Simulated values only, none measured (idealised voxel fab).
process module | voxel ribs on slabs
cross-section cut | 295 nm wide | cells 5 nm
A cross-section is a grid of square cells, given in bands from the top down. A band is one or more rows of cells.
Each band's line starts with the height of the band's top and of its bottom, in nm. Then come its materials from left to right, each with its width in nm. One material with "throughout" fills the band from edge to edge. "air" is empty space.
Height 0 is the level under which the wafer as received is all one material. The lowest band goes on downwards, as in "0 down".
A width such as "30 to 40" changes by the same amount from each row of cells to the next, from the band's top row to its bottom row.
"no change" after a step means that no cell of the cross-section changed.
closed voids: empty space of 8 cells or more with no open way to the top, each as width x height at its distance from the left edge, in nm
after a step's settings: what the simulator itself notes on the step
overlay nm, on a step with a mask: how far to the right of its planned place the mask lay; to the left if negative
plan
1 op RECEIVE | material Si
2 op DIRECTIONAL_DEP | material SiO2 | thk nm 30
3 op DIRECTIONAL_DEP | material SiN | thk nm 15
4 op DIRECTIONAL_DEP | material aC | thk nm 10
5 op PATTERN | tone cover | mask id RIB | material resist | width nm 20 | thk nm 25 | overlay nm 0
6 op DIRECTIONAL_ETCH | etch materials aC | depth nm 10
7 op STRIP | etch materials resist
8 op DIRECTIONAL_ETCH | etch materials SiN | depth nm 5
9 op STRIP | etch materials aC
10 op PATTERN | tone cover | mask id SLAB | material resist | width nm 70 | thk nm 15 | overlay nm 0
11 op DIRECTIONAL_ETCH | etch materials SiN | depth nm 10
12 op STRIP | etch materials resist
13 op FILL_DEP | material SiO2 | thk nm 20
14 op CMP | height nm 55
15 op DIRECTIONAL_DEP | material TiN | thk nm 5
16 op PATTERN | tone cover | mask id HEATER | material resist | width nm 30 | thk nm 15 | overlay nm 0
17 op DIRECTIONAL_ETCH | etch materials TiN | depth nm 5
18 op STRIP | etch materials resist
19 op CONFORMAL_DEP | material SiN | thk nm 10
as received, after step 1
  0 down: Si throughout
  closed voids: none
first wafer at the end, as planned
  70 to 65: air 120 | SiN 50 | air 125
  65 to 60: SiN throughout
  60 to 55: SiN 130 | TiN 30 | SiN 135
  55 to 45: SiO2 throughout
  45 to 40: SiO2 135 | SiN 20 | SiO2 140
  40 to 30: SiO2 110 | SiN 70 | SiO2 115
  30 to 0: SiO2 throughout
  0 down: Si throughout
  closed voids: none
second wafer at the end: like start, like plan, one mistake
  70 to 65: air 120 | SiN 50 | air 125
  65 to 60: SiN throughout
  60 to 55: SiN 130 | TiN 30 | SiN 135
  55 to 45: aC throughout
  45 to 40: aC 135 | SiN 20 | aC 140
  40 to 30: aC 110 | SiN 70 | aC 115
  30 to 0: SiO2 throughout
  0 down: Si throughout
  closed voids: none
what went wrong: step 13 ran as: op FILL_DEP | material aC | thk nm 20
at the end the second wafer has, in cells: 263 fewer of SiO2 | 263 more of aC
